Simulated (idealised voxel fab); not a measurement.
process module | voxel transistor to metal
cross-section cut | 285 nm wide | cells 5 nm
A cross-section is a grid of square cells, given in bands from the top down. A band is one or more rows of cells.
Each band's line starts with the height of the band's top and of its bottom, in nm. Then come its materials from left to right, each with its width in nm. One material with "throughout" fills the band from edge to edge. "air" is empty space.
Height 0 is the level under which the wafer as received is all one material. The lowest band goes on downwards, as in "0 down".
A width such as "30 to 40" changes by the same amount from each row of cells to the next, from the band's top row to its bottom row.
"no change" after a step means that no cell of the cross-section changed.
closed voids: empty space of 8 cells or more with no open way to the top, each as width x height at its distance from the left edge, in nm
after a step's settings: what the simulator itself notes on the step
overlay nm, on a step with a mask: how far to the right of its planned place the mask lay; to the left if negative
plan
1 op RECEIVE | material Si
2 op OXIDIZE | depth nm 5
3 op CONFORMAL_DEP | material SiN | thk nm 15
4 op DIRECTIONAL_DEP | material aC | thk nm 10
5 op PATTERN | tone cover | mask id ACTIVE | material resist | width nm 105 | pitch nm 130 | thk nm 30 | overlay nm 0
6 op DIRECTIONAL_ETCH | etch materials aC | depth nm 10
7 op STRIP | etch materials resist
8 op DIRECTIONAL_ETCH | etch materials SiN | depth nm 15
9 op DIRECTIONAL_ETCH | etch materials SiO2 | depth nm 5
10 op DIRECTIONAL_ETCH | etch materials Si | depth nm 25
11 op STRIP | etch materials aC
12 op FILL_DEP | material SiO2 | thk nm 15
13 op CMP | height nm 15
14 op SELECTIVE_ETCH | etch materials SiO2 | depth nm 5
15 op STRIP | etch materials SiN
16 op SELECTIVE_ETCH | etch materials SiO2 | depth nm 5
17 op OXIDIZE | depth nm 5
18 op DIRECTIONAL_DEP | material polySi | thk nm 30
19 op DIRECTIONAL_DEP | material SiCN | thk nm 15
20 op MASKED_ETCH | tone cover | mask id GATE | width nm 35 | pitch nm 130 | etch materials SiCN | depth nm 25 | overlay nm 0
21 op MASKED_ETCH | tone cover | mask id GATE | width nm 35 | pitch nm 130 | etch materials polySi | depth nm 40 | overlay nm 0
22 op CONFORMAL_DEP | material SiN | thk nm 10
23 op DIRECTIONAL_ETCH | etch materials SiN | depth nm 10
24 op DIRECTIONAL_ETCH | etch materials SiO2 | depth nm 5
25 op DIRECTIONAL_ETCH | etch materials Si | depth nm 15
26 op EPI | material SiGe | thk nm 20
27 op FILL_DEP | material SiO2 | thk nm 10
28 op CMP | height nm 25
29 op STRIP | etch materials polySi
30 op SELECTIVE_ETCH | etch materials SiO2 | depth nm 5
31 op CONFORMAL_DEP | material HfO2 | thk nm 5
32 op CONFORMAL_DEP | material TiN | thk nm 5
33 op FILL_DEP | material W | thk nm 5
34 op CMP | height nm 20
35 op DIRECTIONAL_DEP | material SiO2 | thk nm 10
36 op PATTERN | tone open | mask id CONTACT | material resist | width nm 15 | thk nm 15 | overlay nm 0
37 op DIRECTIONAL_ETCH | etch materials SiO2 | depth nm 20
38 op STRIP | etch materials resist
39 op CONFORMAL_DEP | material TiN | thk nm 5
40 op FILL_DEP | material Ru | thk nm 10
41 op CMP | height nm 30
42 op DIRECTIONAL_DEP | material TiN | thk nm 5
43 op DIRECTIONAL_DEP | material W | thk nm 15
44 op DIRECTIONAL_DEP | material aC | thk nm 15
45 op PATTERN | tone cover | mask id METAL_1 | material resist | width nm 15 | thk nm 30 | overlay nm 0
46 op DIRECTIONAL_ETCH | etch materials aC | depth nm 15
47 op STRIP | etch materials resist
48 op DIRECTIONAL_ETCH | etch materials W | depth nm 15
49 op DIRECTIONAL_ETCH | etch materials TiN | depth nm 5
50 op STRIP | etch materials aC
51 op FILL_DEP | material SiO2 | thk nm 5
52 op CMP | height nm 50
53 op CONFORMAL_DEP | material SiCN | thk nm 5
54 op DIRECTIONAL_DEP | material lowk | thk nm 25
55 op MASKED_ETCH | tone open | mask id METAL_2 | width nm 15 | pitch nm 130 | etch materials lowk | depth nm 15 | overlay nm 0
56 op DIRECTIONAL_DEP | material aC | thk nm 15
57 op PATTERN | tone open | mask id METAL_2_HOLES | material resist | width nm 15 | pitch nm 130 | thk nm 30 | overlay nm 0
58 op DIRECTIONAL_ETCH | etch materials aC | depth nm 15
59 op STRIP | etch materials resist
60 op DIRECTIONAL_ETCH | etch materials lowk | depth nm 10
61 op DIRECTIONAL_ETCH | etch materials SiCN | depth nm 5
62 op STRIP | etch materials aC
63 op CONFORMAL_DEP | material TiN | thk nm 5
64 op FILL_DEP | material Cu | thk nm 5
65 op CMP | height nm 80
66 op CONFORMAL_DEP | material SiCN | thk nm 5
as received, after step 1
  0 down: Si throughout
  closed voids: none
first wafer at the end, as planned
  85 to 80: SiCN throughout
  80 to 55: lowk 30 | TiN 5 | Cu 5 | TiN 5 | lowk 115 | TiN 5 | Cu 5 | TiN 5 | lowk 110
  55 to 50: SiCN 30 | TiN 15 | SiCN 115 | TiN 15 | SiCN 110
  50 to 35: SiO2 30 | W 15 | SiO2 65 | W 15 | SiO2 35 | W 15 | SiO2 65 | W 15 | SiO2 30
  35 to 30: SiO2 30 | TiN 15 | SiO2 65 | TiN 15 | SiO2 35 | TiN 15 | SiO2 65 | TiN 15 | SiO2 30
  30 to 20: SiO2 30 | TiN 5 | Ru 5 | TiN 5 | SiO2 65 | TiN 5 | Ru 5 | TiN 5 | SiO2 35 | TiN 5 | Ru 5 | TiN 5 | SiO2 65 | TiN 5 | Ru 5 | TiN 5 | SiO2 30
  20 to 15: SiO2 30 | TiN 5 | Ru 5 | TiN 5 | SiO2 5 | SiN 10 | HfO2 5 | TiN 5 | W 15 | TiN 5 | HfO2 5 | SiN 10 | SiO2 5 | TiN 5 | Ru 5 | TiN 5 | SiO2 35 | TiN 5 | Ru 5 | TiN 5 | SiO2 5 | SiN 10 | HfO2 5 | TiN 5 | W 15 | TiN 5 | HfO2 5 | SiN 10 | SiO2 5 | TiN 5 | Ru 5 | TiN 5 | SiO2 30
  15 to 10: SiO2 30 | TiN 15 | SiO2 5 | SiN 10 | HfO2 5 | TiN 5 | W 15 | TiN 5 | HfO2 5 | SiN 10 | SiO2 5 | TiN 15 | SiO2 35 | TiN 15 | SiO2 5 | SiN 10 | HfO2 5 | TiN 5 | W 15 | TiN 5 | HfO2 5 | SiN 10 | SiO2 5 | TiN 15 | SiO2 30
  10 to 5: SiO2 25 | SiGe 25 | SiN 10 | HfO2 5 | TiN 5 | W 15 | TiN 5 | HfO2 5 | SiN 10 | SiGe 25 | SiO2 25 | SiGe 25 | SiN 10 | HfO2 5 | TiN 5 | W 15 | TiN 5 | HfO2 5 | SiN 10 | SiGe 25 | SiO2 25
  5 to 0: SiO2 20 | SiN 10 | SiGe 20 | SiN 10 | HfO2 5 | TiN 5 | W 15 | TiN 5 | HfO2 5 | SiN 10 | SiGe 20 | SiN 10 | SiO2 15 | SiN 10 | SiGe 20 | SiN 10 | HfO2 5 | TiN 5 | W 15 | TiN 5 | HfO2 5 | SiN 10 | SiGe 20 | SiN 10 | SiO2 20
  0 to -5: SiO2 20 | SiN 10 | SiGe 20 | SiN 10 | HfO2 5 | TiN 25 | HfO2 5 | SiN 10 | SiGe 20 | SiN 10 | SiO2 15 | SiN 10 | SiGe 20 | SiN 10 | HfO2 5 | TiN 25 | HfO2 5 | SiN 10 | SiGe 20 | SiN 10 | SiO2 20
  -5 to -10: SiO2 30 | SiGe 20 | SiO2 5 | HfO2 45 | SiO2 5 | SiGe 20 | SiO2 35 | SiGe 20 | SiO2 5 | HfO2 45 | SiO2 5 | SiGe 20 | SiO2 30
  -10 to -25: SiO2 25 | Si 5 | SiGe 20 | Si 55 | SiGe 20 | Si 5 | SiO2 25 | Si 5 | SiGe 20 | Si 55 | SiGe 20 | Si 5 | SiO2 25
  -25 to -30: SiO2 25 | Si 105 | SiO2 25 | Si 105 | SiO2 25
  -30 down: Si throughout
  closed voids: none
second wafer at the end: like start, like plan, one mistake
  85 to 80: SiCN throughout
  80 to 55: lowk 30 | TiN 5 | Ru 5 | TiN 5 | lowk 115 | TiN 5 | Ru 5 | TiN 5 | lowk 110
  55 to 50: SiCN 30 | TiN 15 | SiCN 115 | TiN 15 | SiCN 110
  50 to 35: SiO2 30 | W 15 | SiO2 65 | W 15 | SiO2 35 | W 15 | SiO2 65 | W 15 | SiO2 30
  35 to 30: SiO2 30 | TiN 15 | SiO2 65 | TiN 15 | SiO2 35 | TiN 15 | SiO2 65 | TiN 15 | SiO2 30
  30 to 20: SiO2 30 | TiN 5 | Ru 5 | TiN 5 | SiO2 65 | TiN 5 | Ru 5 | TiN 5 | SiO2 35 | TiN 5 | Ru 5 | TiN 5 | SiO2 65 | TiN 5 | Ru 5 | TiN 5 | SiO2 30
  20 to 15: SiO2 30 | TiN 5 | Ru 5 | TiN 5 | SiO2 5 | SiN 10 | HfO2 5 | TiN 5 | W 15 | TiN 5 | HfO2 5 | SiN 10 | SiO2 5 | TiN 5 | Ru 5 | TiN 5 | SiO2 35 | TiN 5 | Ru 5 | TiN 5 | SiO2 5 | SiN 10 | HfO2 5 | TiN 5 | W 15 | TiN 5 | HfO2 5 | SiN 10 | SiO2 5 | TiN 5 | Ru 5 | TiN 5 | SiO2 30
  15 to 10: SiO2 30 | TiN 15 | SiO2 5 | SiN 10 | HfO2 5 | TiN 5 | W 15 | TiN 5 | HfO2 5 | SiN 10 | SiO2 5 | TiN 15 | SiO2 35 | TiN 15 | SiO2 5 | SiN 10 | HfO2 5 | TiN 5 | W 15 | TiN 5 | HfO2 5 | SiN 10 | SiO2 5 | TiN 15 | SiO2 30
  10 to 5: SiO2 25 | SiGe 25 | SiN 10 | HfO2 5 | TiN 5 | W 15 | TiN 5 | HfO2 5 | SiN 10 | SiGe 25 | SiO2 25 | SiGe 25 | SiN 10 | HfO2 5 | TiN 5 | W 15 | TiN 5 | HfO2 5 | SiN 10 | SiGe 25 | SiO2 25
  5 to 0: SiO2 20 | SiN 10 | SiGe 20 | SiN 10 | HfO2 5 | TiN 5 | W 15 | TiN 5 | HfO2 5 | SiN 10 | SiGe 20 | SiN 10 | SiO2 15 | SiN 10 | SiGe 20 | SiN 10 | HfO2 5 | TiN 5 | W 15 | TiN 5 | HfO2 5 | SiN 10 | SiGe 20 | SiN 10 | SiO2 20
  0 to -5: SiO2 20 | SiN 10 | SiGe 20 | SiN 10 | HfO2 5 | TiN 25 | HfO2 5 | SiN 10 | SiGe 20 | SiN 10 | SiO2 15 | SiN 10 | SiGe 20 | SiN 10 | HfO2 5 | TiN 25 | HfO2 5 | SiN 10 | SiGe 20 | SiN 10 | SiO2 20
  -5 to -10: SiO2 30 | SiGe 20 | SiO2 5 | HfO2 45 | SiO2 5 | SiGe 20 | SiO2 35 | SiGe 20 | SiO2 5 | HfO2 45 | SiO2 5 | SiGe 20 | SiO2 30
  -10 to -25: SiO2 25 | Si 5 | SiGe 20 | Si 55 | SiGe 20 | Si 5 | SiO2 25 | Si 5 | SiGe 20 | Si 55 | SiGe 20 | Si 5 | SiO2 25
  -25 to -30: SiO2 25 | Si 105 | SiO2 25 | Si 105 | SiO2 25
  -30 down: Si throughout
  closed voids: none
what went wrong: step 64 ran as: op FILL_DEP | material Ru | thk nm 5
at the end the second wafer has, in cells: 10 fewer of Cu | 10 more of Ru
